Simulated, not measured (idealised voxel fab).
Process module name: voxel wiring stack
Section shown: cut. Width: 245 nm. Cell size: 5 nm, square.
In this document a cross-section is written as a grid of square cells. It is given as a series of bands, listed from the top down, and a band is one or more rows of cells.
The band entry comprises the height of the band's top followed by the height of its bottom, expressed in nm, and subsequently the band's materials from left to right, each stated together with its width in nm. Where a single material is marked with the word "everywhere", that material fills the band from edge to edge. The word "air" represents empty space.
Heads up on the height convention: 0 is the point under which the incoming wafer is all one material, and the lowest band has no bottom, it just keeps going down, like "0 down".
The expression "30->40" gives the width at the extremes of the band, the first number at its top row of cells and the second at its bottom row, with the width changing by equal amounts from each row to the next in between.
When a step is marked "left unchanged", none of the cells in the cross-section changed during that step.
Completely enclosed voids: empty space of 8 cells or more with no open way to the top, each as width x height at its distance from the left edge, in nm
It should be noted that, on the line of a given step, the content following the step's settings is a remark produced by the simulator itself with respect to that step.
A step's line can hold "overlay nm"; with a mask on that step, the setting says how far right of the planned place the mask lay, while a negative setting says it lay to the left.
## Process steps - plan
1. RECEIVE [material Si]
2. CONFORMAL_DEP [material SiO2] [thk nm 15]
3. DIRECTIONAL_DEP [material TiN] [thk nm 5]
4. DIRECTIONAL_DEP [material Ru] [thk nm 15]
5. DIRECTIONAL_DEP [material aC] [thk nm 15]
6. PATTERN [tone cover] [mask id METAL_1] [material resist] [width nm 30] [pitch nm 50] [thk nm 30] [overlay nm 0]
7. DIRECTIONAL_ETCH [etch materials aC] [depth nm 15]
8. STRIP [etch materials resist]
9. DIRECTIONAL_ETCH [etch materials Ru] [depth nm 15]
10. DIRECTIONAL_ETCH [etch materials TiN] [depth nm 5]
11. STRIP [etch materials aC]
12. FILL_DEP [material SiO2] [thk nm 5]
13. CMP [height nm 35]
14. CONFORMAL_DEP [material SiCN] [thk nm 5]
15. DIRECTIONAL_DEP [material lowk] [thk nm 30]
16. PATTERN [tone open] [mask id METAL_2] [material resist] [width nm 30] [pitch nm 50] [thk nm 15] [overlay nm 0]
17. DIRECTIONAL_ETCH [etch materials lowk] [depth nm 15]
18. STRIP [etch materials resist]
19. PATTERN [tone open] [mask id METAL_2_HOLES] [material resist] [width nm 15] [pitch nm 50] [thk nm 15] [overlay nm 0]
20. DIRECTIONAL_ETCH [etch materials lowk] [depth nm 15]
21. DIRECTIONAL_ETCH [etch materials SiCN] [depth nm 5]
22. STRIP [etch materials resist]
23. CONFORMAL_DEP [material TiN] [thk nm 5]
24. FILL_DEP [material Cu] [thk nm 10]
25. CMP [height nm 70]
26. CONFORMAL_DEP [material SiCN] [thk nm 5]
27. DIRECTIONAL_DEP [material lowk] [thk nm 30]
28. PATTERN [tone open] [mask id METAL_3] [material resist] [width nm 30] [pitch nm 50] [thk nm 20] [overlay nm 0]
29. DIRECTIONAL_ETCH [etch materials lowk] [depth nm 15]
30. STRIP [etch materials resist]
31. PATTERN [tone open] [mask id METAL_3_HOLES] [material resist] [width nm 15] [thk nm 15] [overlay nm 0]
32. DIRECTIONAL_ETCH [etch materials lowk] [depth nm 15]
33. DIRECTIONAL_ETCH [etch materials SiCN] [depth nm 5]
34. STRIP [etch materials resist]
35. CONFORMAL_DEP [material TiN] [thk nm 5]
36. FILL_DEP [material Cu] [thk nm 10]
37. CMP [height nm 105]
38. CONFORMAL_DEP [material SiN] [thk nm 5]
## Received-state cross-section, reflecting completion of step 1
0 down: Si everywhere
Completely enclosed voids: none
## End-of-module XS, first of two wafers, run as planned
110 to 105: SiN everywhere
105 to 95: lowk: 80 / TiN: 5 / Cu: 20 / TiN: 5 / lowk: 20 / TiN: 5 / Cu: 20 / TiN: 5 / lowk: 85
95 to 90: lowk: 80 / TiN: 5 / Cu: 5 / TiN: 20 / lowk: 20 / TiN: 30 / lowk: 85
90 to 75: lowk: 80 / TiN: 5 / Cu: 5 / TiN: 5 / lowk: 150
75 to 70: SiCN: 80 / TiN: 15 / SiCN: 150
70 to 60: lowk: 80 / TiN: 5 / Cu: 20 / TiN: 5 / lowk: 20 / TiN: 5 / Cu: 20 / TiN: 5 / lowk: 85
60 to 55: lowk: 80 / TiN: 5 / Cu: 5 / TiN: 20 / lowk: 20 / TiN: 5 / Cu: 5 / TiN: 20 / lowk: 85
55 to 40: lowk: 80 / TiN: 5 / Cu: 5 / TiN: 5 / lowk: 35 / TiN: 5 / Cu: 5 / TiN: 5 / lowk: 100
40 to 35: SiCN: 80 / TiN: 15 / SiCN: 35 / TiN: 15 / SiCN: 100
35 to 20: SiO2: 80 / Ru: 30 / SiO2: 20 / Ru: 30 / SiO2: 85
20 to 15: SiO2: 80 / TiN: 30 / SiO2: 20 / TiN: 30 / SiO2: 85
15 to 0: SiO2 everywhere
0 down: Si everywhere
Completely enclosed voids: none
## Now the second wafer, cross-sectioned at the end of the module. Nothing different at the start, nothing different in the plan compared with the first, just one mistake when it was actually run
110 to 105: SiN everywhere
105 to 95: lowk: 80 / TiN: 5 / Cu: 20 / TiN: 5 / lowk: 20 / TiN: 5 / Cu: 20 / TiN: 5 / lowk: 85
95 to 90: lowk: 80 / TiN: 5 / Cu: 5 / TiN: 20 / lowk: 20 / TiN: 30 / lowk: 85
90 to 75: lowk: 80 / TiN: 5 / Cu: 5 / TiN: 5 / lowk: 150
75 to 70: SiCN: 80 / TiN: 15 / SiCN: 150
70 to 40: lowk everywhere
40 to 35: SiCN everywhere
35 to 20: SiO2: 80 / Ru: 30 / SiO2: 20 / Ru: 30 / SiO2: 85
20 to 15: SiO2: 80 / TiN: 30 / SiO2: 20 / TiN: 30 / SiO2: 85
15 to 0: SiO2 everywhere
0 down: Si everywhere
Completely enclosed voids: none
Run error: it should be noted that step 15 of the plan was executed twice
The final cell counts differ between the wafers, with the second having more or fewer of some materials than the first: Cu: 24 fewer, SiCN: 6 more, TiN: 36 fewer, lowk: 54 more
